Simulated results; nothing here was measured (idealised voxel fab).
Process module, titled voxel transistor to metal
Pictured: cross-section cut, 185 nm wide, on a grid of 5 nm square cells.
Just so we're on the same page, the cross-sections are grids of square cells, and they're listed out in bands top to bottom, each band one or more rows deep. Top height, bottom height, nm. Materials left to right, width each, nm. Single material + "edge to edge" = fills band edge to edge. "blank" = empty. Counting heights begins at 0, where everything beneath is, in the wafer as received, one material. The lowest band has no bottom; it goes on downwards, as "0..down" shows. Think of "30..40" as a width that walks from the first number to the second as you go down the band, top row to bottom row, taking equal-sized steps from row to row. Basically "remained unchanged" means that step didn't change any cell in the cross-section. "Unvented voids" - sealed voids, min. 8 cells, no opening to top; format: width x height at distance (distance from left edge; nm throughout). On each step's line, the part that comes after the settings is the simulator's own comment on the step. A step's line can hold "overlay nm"; with a mask on that step, the setting says how far right of the planned place the mask lay, while a negative setting says it lay to the left.

The process steps that were planned are listed below
| 1 | op RECEIVE | material Si |
| 2 | op OXIDIZE | depth nm 5 |
| 3 | op CONFORMAL_DEP | material SiN | thk nm 10 |
| 4 | op MASKED_ETCH | tone cover | mask id ACTIVE | width nm 115 | etch materials SiN | depth nm 10 | overlay nm 0 |
| 5 | op MASKED_ETCH | tone cover | mask id ACTIVE | width nm 115 | etch materials SiO2 | depth nm 5 | overlay nm 0 |
| 6 | op MASKED_ETCH | tone cover | mask id ACTIVE | width nm 115 | etch materials Si | depth nm 20 | overlay nm 0 |
| 7 | op OXIDIZE | depth nm 5 |
| 8 | op FILL_DEP | material SiO2 | thk nm 10 |
| 9 | op CMP | height nm 10 |
| 10 | op SELECTIVE_ETCH | etch materials SiO2 | depth nm 10 |
| 11 | op STRIP | etch materials SiN |
| 12 | op SELECTIVE_ETCH | etch materials SiO2 | depth nm 5 |
| 13 | op OXIDIZE | depth nm 5 |
| 14 | op DIRECTIONAL_DEP | material polySi | thk nm 25 |
| 15 | op DIRECTIONAL_DEP | material SiCN | thk nm 15 |
| 16 | op PATTERN | tone cover | mask id GATE | material resist | width nm 35 | thk nm 20 | overlay nm 0 |
| 17 | op DIRECTIONAL_ETCH | etch materials SiCN | depth nm 25 |
| 18 | op DIRECTIONAL_ETCH | etch materials polySi | depth nm 35 |
| 19 | op STRIP | etch materials resist |
| 20 | op CONFORMAL_DEP | material SiN | thk nm 10 |
| 21 | op DIRECTIONAL_ETCH | etch materials SiN | depth nm 10 |
| 22 | op DIRECTIONAL_ETCH | etch materials SiO2 | depth nm 5 |
| 23 | op DIRECTIONAL_ETCH | etch materials Si | depth nm 15 |
| 24 | op EPI | material SiGe | thk nm 20 |
| 25 | op FILL_DEP | material SiO2 | thk nm 5 |
| 26 | op CMP | height nm 20 |
| 27 | op STRIP | etch materials polySi |
| 28 | op SELECTIVE_ETCH | etch materials SiO2 | depth nm 5 |
| 29 | op CONFORMAL_DEP | material HfO2 | thk nm 5 |
| 30 | op CONFORMAL_DEP | material TiN | thk nm 5 |
| 31 | op FILL_DEP | material W | thk nm 10 |
| 32 | op CMP | height nm 15 |
| 33 | op DIRECTIONAL_DEP | material SiO2 | thk nm 10 |
| 34 | op PATTERN | tone open | mask id CONTACT | material resist | width nm 20 | pitch nm 85 | thk nm 20 | overlay nm 0 |
| 35 | op DIRECTIONAL_ETCH | etch materials SiO2 | depth nm 30 |
| 36 | op STRIP | etch materials resist |
| 37 | op CONFORMAL_DEP | material TiN | thk nm 5 |
| 38 | op FILL_DEP | material W | thk nm 10 |
| 39 | op CMP | height nm 25 |
| 40 | op DIRECTIONAL_DEP | material TiN | thk nm 5 |
| 41 | op DIRECTIONAL_DEP | material Ru | thk nm 15 |
| 42 | op PATTERN | tone cover | mask id METAL_1 | material resist | width nm 20 | pitch nm 85 | thk nm 15 | overlay nm 0 |
| 43 | op DIRECTIONAL_ETCH | etch materials Ru | depth nm 15 |
| 44 | op DIRECTIONAL_ETCH | etch materials TiN | depth nm 5 |
| 45 | op STRIP | etch materials resist |
| 46 | op CONFORMAL_DEP | material SiCN | thk nm 5 |
| 47 | op FILL_DEP | material lowk | thk nm 5 |
| 48 | op CMP | height nm 45 |
| 49 | op CONFORMAL_DEP | material SiCN | thk nm 5 |
| 50 | op DIRECTIONAL_DEP | material lowk | thk nm 35 |
| 51 | op MASKED_ETCH | tone open | mask id METAL_2_HOLES | width nm 15 | pitch nm 85 | etch materials lowk | depth nm 35 | overlay nm 0 |
| 52 | op PATTERN | tone open | mask id METAL_2 | material resist | width nm 20 | pitch nm 85 | thk nm 15 | overlay nm 0 |
| 53 | op DIRECTIONAL_ETCH | etch materials lowk | depth nm 20 |
| 54 | op DIRECTIONAL_ETCH | etch materials SiCN | depth nm 5 |
| 55 | op STRIP | etch materials resist |
| 56 | op CONFORMAL_DEP | material TiN | thk nm 5 |
| 57 | op FILL_DEP | material Cu | thk nm 5 |
| 58 | op CMP | height nm 85 |
| 59 | op CONFORMAL_DEP | material SiCN | thk nm 5 |

Step 1 complete: cross-section of the wafer as received
  0..down  Si edge to edge
  Unvented voids: none

Figure: cross-sectional view of the wafer upon completion of the module, processed from the initial state and according to the plan depicted above, with one error introduced during execution
  90..85  SiCN edge to edge
  85..80  SiCN (40) | TiN (20) | SiCN (65) | TiN (20) | SiCN (40)
  80..45  SiCN edge to edge
  45..30  lowk (35) | SiCN (5) | Ru (20) | SiCN (5) | lowk (55) | SiCN (5) | Ru (20) | SiCN (5) | lowk (35)
  30..25  SiCN (40) | TiN (20) | SiCN (65) | TiN (20) | SiCN (40)
  25..15  SiO2 (40) | TiN (5) | W (10) | TiN (5) | SiO2 (65) | TiN (5) | W (10) | TiN (5) | SiO2 (40)
  15..10  SiO2 (40) | TiN (20) | SiO2 (5) | SiN (10) | HfO2 (5) | TiN (5) | W (15) | TiN (5) | HfO2 (5) | SiN (10) | SiO2 (5) | TiN (20) | SiO2 (40)
  10..0  SiO2 (40) | TiN (5) | SiGe (20) | SiN (10) | HfO2 (5) | TiN (5) | W (15) | TiN (5) | HfO2 (5) | SiN (10) | SiGe (20) | TiN (5) | SiO2 (40)
  0..-5  SiO2 (40) | TiN (5) | SiGe (20) | SiN (10) | HfO2 (5) | TiN (25) | HfO2 (5) | SiN (10) | SiGe (20) | TiN (5) | SiO2 (40)
  -5..-10  SiO2 (35) | SiGe (30) | SiO2 (5) | HfO2 (45) | SiO2 (5) | SiGe (30) | SiO2 (35)
  -10..-25  SiO2 (40) | SiGe (25) | Si (55) | SiGe (25) | SiO2 (40)
  -25..-30  SiO2 (40) | Si (105) | SiO2 (40)
  -30..down  Si edge to edge
  Unvented voids: none
Which mistake was made when the wafer was run? step 50 did not use the planned setting and instead ran as op DIRECTIONAL_DEP | material SiCN | thk nm 35
